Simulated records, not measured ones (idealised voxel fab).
This section sets out a process module, namely voxel ribs on slabs.
We display cut, a cross-section 205 nm in width whose square cells are each 5 nm.
A cross-section in this document is a grid of square cells, and it is written down as bands, the top band listed before the ones below it; a band is made up of one or more rows of cells. Basically the band line says how high the top is and how high the bottom is, in nm, and then what's in it from left to right, every material with its width in nm. Empty space shows up as "blank", and if a single material carries "everywhere" it runs the full band edge to edge. For the purposes of this specification, 0 denotes the height below which the wafer in its as-received condition is composed wholly of one material, and the lowermost band, lacking a lower limit, extends downward without end, as expressed in "0 -> down". With a width like "30..40", each row of cells in the band differs from the next by the same amount, the top row carrying the first number and the bottom row the second. The designation "nothing altered", where it is given for a processing step, indicates that no cell of the cross-section was altered in the course of that step. "Unvented voids": empty spaces of 8 cells or more with no open way to the top, each given as width x height at distance, distance from the left edge, all in nm. Post-settings text on a step line: simulator's own remark regarding the step. overlay nm: for a step with a mask, the amount by which the mask lay right of where it was planned; a negative amount means left of it.

**Process steps - plan**
1) RECEIVE,material Si
2) DIRECTIONAL_DEP,material SiO2,thk nm 30
3) DIRECTIONAL_DEP,material polySi,thk nm 15
4) PATTERN,tone cover,mask id RIB,material resist,width nm 30,thk nm 20,overlay nm 0
5) DIRECTIONAL_ETCH,etch materials polySi,depth nm 5
6) STRIP,etch materials resist
7) PATTERN,tone cover,mask id SLAB,material resist,width nm 80,thk nm 20,overlay nm 0
8) DIRECTIONAL_ETCH,etch materials polySi,depth nm 10
9) STRIP,etch materials resist
10) FILL_DEP,material SiO2,thk nm 20
11) CMP,height nm 60
12) DIRECTIONAL_DEP,material TiN,thk nm 10
13) DIRECTIONAL_DEP,material aC,thk nm 15
14) PATTERN,tone cover,mask id HEATER,material resist,width nm 40,thk nm 35,overlay nm 0
15) DIRECTIONAL_ETCH,etch materials aC,depth nm 15
16) STRIP,etch materials resist
17) DIRECTIONAL_ETCH,etch materials TiN,depth nm 10
18) STRIP,etch materials aC
19) CONFORMAL_DEP,material SiN,thk nm 5

**Cross-section, incoming material, after step 1**
    0 -> down: Si everywhere
    Unvented voids: none

**Post-module cross-section: identical start and plan to those above, one misstep in execution**
    75 -> 70: blank (75)  SiN (50)  blank (80)
    70 -> 65: blank (75)  SiN (5)  TiN (40)  SiN (5)  blank (80)
    65 -> 60: SiN (80)  TiN (40)  SiN (85)
    60 -> 45: SiO2 everywhere
    45 -> 40: SiO2 (85)  polySi (30)  SiO2 (90)
    40 -> 30: SiO2 (50)  polySi (80)  SiO2 (75)
    30 -> 0: SiO2 everywhere
    0 -> down: Si everywhere
    Unvented voids: none
Misprocessing identified: for step 7, the planned setting was not used; the step was instead run as PATTERN,tone cover,mask id SLAB,material resist,width nm 80,thk nm 20,overlay nm -10
